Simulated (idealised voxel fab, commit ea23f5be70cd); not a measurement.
You're looking at the process module voxel released beams.
Shown is cross-section cut, with a width of 205 nm and square cells of size 5 nm.
How to read a cross-section here: the picture is a grid of square cells, written as bands going from the top down, and any band can span one or more rows of cells. The entry gives the band's vertical extent as a top height and a bottom height in nm, then its horizontal make-up as materials from left to right, each with a width in nm. "blank" stands for empty space; a single material marked "throughout" fills the band edge to edge. Ref level 0: as-received wafer is one material below here. Bottom band extends down with no lower bound ("z 0 and below"). The width entry "30 to 40" should be interpreted row by row: the top row of cells in the band takes the first number, the bottom row takes the second number, and the change between adjacent rows is uniform throughout. Key: "identical to before" - step with no changed cell in the cross-section. "Non-vented voids" contains a list of empty spaces, each no smaller than 8 cells and without an open way to the top, written in the form width x height at distance with the distance from the left edge and all three in nm. That trailing text on a step's line, after the settings, is the simulator's own remark on the step. overlay nm: mask right of planned place by this much (step with mask). Neg. = left.

BELOW IS THE LIST OF PLANNED PROCESS STEPS
1: RECEIVE: material Si
2: CONFORMAL_DEP: material SiN, thk nm 10
3: DIRECTIONAL_DEP: material SiO2, thk nm 15
4: MASKED_ETCH: tone open, mask id ANCHOR, width nm 45, etch materials SiO2, depth nm 15, overlay nm 0
5: CONFORMAL_DEP: material TiN, thk nm 15
6: MASKED_ETCH: tone cover, mask id BEAM, width nm 95, etch materials TiN, depth nm 15, overlay nm 0
7: STRIP: etch materials SiO2

CROSS-SECTION OF THE WAFER AS IT CAME TO US, I.E., ALREADY THROUGH STEP 1
> z 0 and below: Si throughout
> Non-vented voids: none

FIRST OF TWO WAFERS AT THE END OF THE MODULE, SHOWN IN CROSS-SECTION; RUN CARRIED OUT AS PLANNED
> z 40 to 25: 50 blank, then 20 TiN, then 15 blank, then 60 TiN, then 60 blank
> z 25 to 10: 55 blank, then 45 TiN, then 105 blank
> z 10 to 0: SiN throughout
> z 0 and below: Si throughout
> Non-vented voids: none

WAFER TWO (OF TWO), END-OF-MODULE CROSS-SECTION: START = WAFER ONE, PLAN = WAFER ONE, ONE RUN MISTAKE
> z 0 and below: Si throughout
> Non-vented voids: none
What was the processing mistake? note that step 2 departed from the planned setting and was carried out as CONFORMAL_DEP: material SiO2, thk nm 10
Looking at both finished wafers in cells, the second ends up ahead of or behind the first on some materials: -82 SiN | -75 TiN
